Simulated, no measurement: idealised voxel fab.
Process module under the name voxel wiring stack
For reference, the cross-section in this document is cut, with width 215 nm and square cells of 5 nm.
Notation: cross-section as square-cell grid; stated in bands, top first, going down; one or more cell rows per band. First you get the band's top height and its bottom height, in nm, and then the materials it's made of, left to right, with each width in nm. If you see a single material with "full width", that one covers the band edge to edge. "air" is empty space. Note: height 0 marks the level under which the wafer is uniformly one material as received. Lowest band unbounded below, written "top 0, no bottom". Quick explanation for "30 to 40": the width changes in equal steps down the rows of cells, from the first number in the band's top row to the second number in its bottom row. "same as before" (step): cross-section cells unchanged, all of them. Look at "Enclosed empty spaces" for the closed voids: empty spaces with no open path to the top, sized 8 cells or up. Each is width x height at distance, distance from the left edge, all nm. Anything after a step's settings on that line? It's the simulator's own note about the step. overlay nm: for a step with a mask, the amount by which the mask lay right of where it was planned; a negative amount means left of it.
-- Process steps (planned)
1) RECEIVE | material Si
2) CONFORMAL_DEP | material SiO2 | thk nm 10
3) DIRECTIONAL_DEP | material TiN | thk nm 5
4) DIRECTIONAL_DEP | material Ru | thk nm 15
5) MASKED_ETCH | tone cover | mask id METAL_1 | width nm 25 | pitch nm 50 | etch materials Ru | depth nm 15 | overlay nm 0
6) MASKED_ETCH | tone cover | mask id METAL_1 | width nm 25 | pitch nm 50 | etch materials TiN | depth nm 5 | overlay nm 0
7) FILL_DEP | material lowk | thk nm 5
8) CMP | height nm 30
9) CONFORMAL_DEP | material SiCN | thk nm 5
10) DIRECTIONAL_DEP | material SiO2 | thk nm 15
11) PATTERN | tone open | mask id PLUG_1 | material resist | width nm 15 | thk nm 15 | overlay nm 0
12) DIRECTIONAL_ETCH | etch materials SiO2 | depth nm 15
13) DIRECTIONAL_ETCH | etch materials SiCN | depth nm 5
14) STRIP | etch materials resist
15) EPI | material Ru | thk nm 10
16) EPI | material Ru | thk nm 10
17) DIRECTIONAL_DEP | material TiN | thk nm 5
18) DIRECTIONAL_DEP | material Ru | thk nm 20
19) DIRECTIONAL_DEP | material aC | thk nm 15
20) PATTERN | tone cover | mask id METAL_2 | material resist | width nm 15 | pitch nm 50 | thk nm 35 | overlay nm 0
21) DIRECTIONAL_ETCH | etch materials aC | depth nm 15
22) STRIP | etch materials resist
23) DIRECTIONAL_ETCH | etch materials Ru | depth nm 20
24) DIRECTIONAL_ETCH | etch materials TiN | depth nm 5
25) STRIP | etch materials aC
26) CONFORMAL_DEP | material SiN | thk nm 5
27) FILL_DEP | material SiO2 | thk nm 5
28) CMP | height nm 75
29) CONFORMAL_DEP | material SiCN | thk nm 5
30) DIRECTIONAL_DEP | material lowk | thk nm 10
31) MASKED_ETCH | tone open | mask id PLUG_2 | width nm 15 | pitch nm 50 | etch materials lowk | depth nm 10 | overlay nm 0
32) MASKED_ETCH | tone open | mask id PLUG_2 | width nm 15 | pitch nm 50 | etch materials SiCN | depth nm 5 | overlay nm 0
33) CONFORMAL_DEP | material TiN | thk nm 5
34) FILL_DEP | material Ru | thk nm 10
35) CMP | height nm 90
36) CONFORMAL_DEP | material SiCN | thk nm 5
37) DIRECTIONAL_DEP | material SiO2 | thk nm 20
38) PATTERN | tone open | mask id METAL_3 | material resist | width nm 25 | pitch nm 50 | thk nm 15 | overlay nm 0
39) DIRECTIONAL_ETCH | etch materials SiO2 | depth nm 20
40) DIRECTIONAL_ETCH | etch materials SiCN | depth nm 5
41) STRIP | etch materials resist
42) CONFORMAL_DEP | material TiN | thk nm 5
43) FILL_DEP | material W | thk nm 10
44) CMP | height nm 115
45) EPI | material Ru | thk nm 5
46) FILL_DEP | material SiCN | thk nm 5
47) DIRECTIONAL_DEP | material lowk | thk nm 30
48) DIRECTIONAL_DEP | material aC | thk nm 10
49) PATTERN | tone open | mask id METAL_4_HOLES | material resist | width nm 15 | thk nm 30 | overlay nm 0
50) DIRECTIONAL_ETCH | etch materials aC | depth nm 10
51) STRIP | etch materials resist
52) DIRECTIONAL_ETCH | etch materials lowk | depth nm 30
53) STRIP | etch materials aC
54) DIRECTIONAL_DEP | material aC | thk nm 10
55) PATTERN | tone open | mask id METAL_4 | material resist | width nm 25 | pitch nm 50 | thk nm 25 | overlay nm 0
56) DIRECTIONAL_ETCH | etch materials aC | depth nm 10
57) STRIP | etch materials resist
58) DIRECTIONAL_ETCH | etch materials lowk | depth nm 15
59) DIRECTIONAL_ETCH | etch materials SiCN | depth nm 5
60) STRIP | etch materials aC
61) CONFORMAL_DEP | material TiN | thk nm 5
62) FILL_DEP | material Cu | thk nm 5
63) CMP | height nm 155
64) CONFORMAL_DEP | material SiN | thk nm 5
Every wafer here starts from the same state; it is the step 20 width nm that distinguishes them, and the value the plan gives belongs to the first wafer.
-- As-received cross-section, first of several wafers, post step 1
	top 0, no bottom: Si full width
	Enclosed empty spaces: none
-- Table: wafers, a row each; end-of-module cell change per material since receipt, gain (+), loss (-); then closed voids
width nm 15; +16 Cu; +84 Ru; +179 SiCN; +96 SiN; +470 SiO2; +82 TiN; +24 W; +425 lowk; Enclosed empty spaces: none
width nm 20; +16 Cu; +92 Ru; +179 SiCN; +94 SiN; +462 SiO2; +84 TiN; +24 W; +425 lowk; Enclosed empty spaces: none
width nm 25; +16 Cu; +100 Ru; +179 SiCN; +92 SiN; +454 SiO2; +86 TiN; +24 W; +425 lowk; Enclosed empty spaces: none
width nm 30; +16 Cu; +108 Ru; +179 SiCN; +90 SiN; +446 SiO2; +88 TiN; +24 W; +425 lowk; Enclosed empty spaces: none
width nm 35; +16 Cu; +116 Ru; +179 SiCN; +88 SiN; +438 SiO2; +90 TiN; +24 W; +425 lowk; Enclosed empty spaces: none
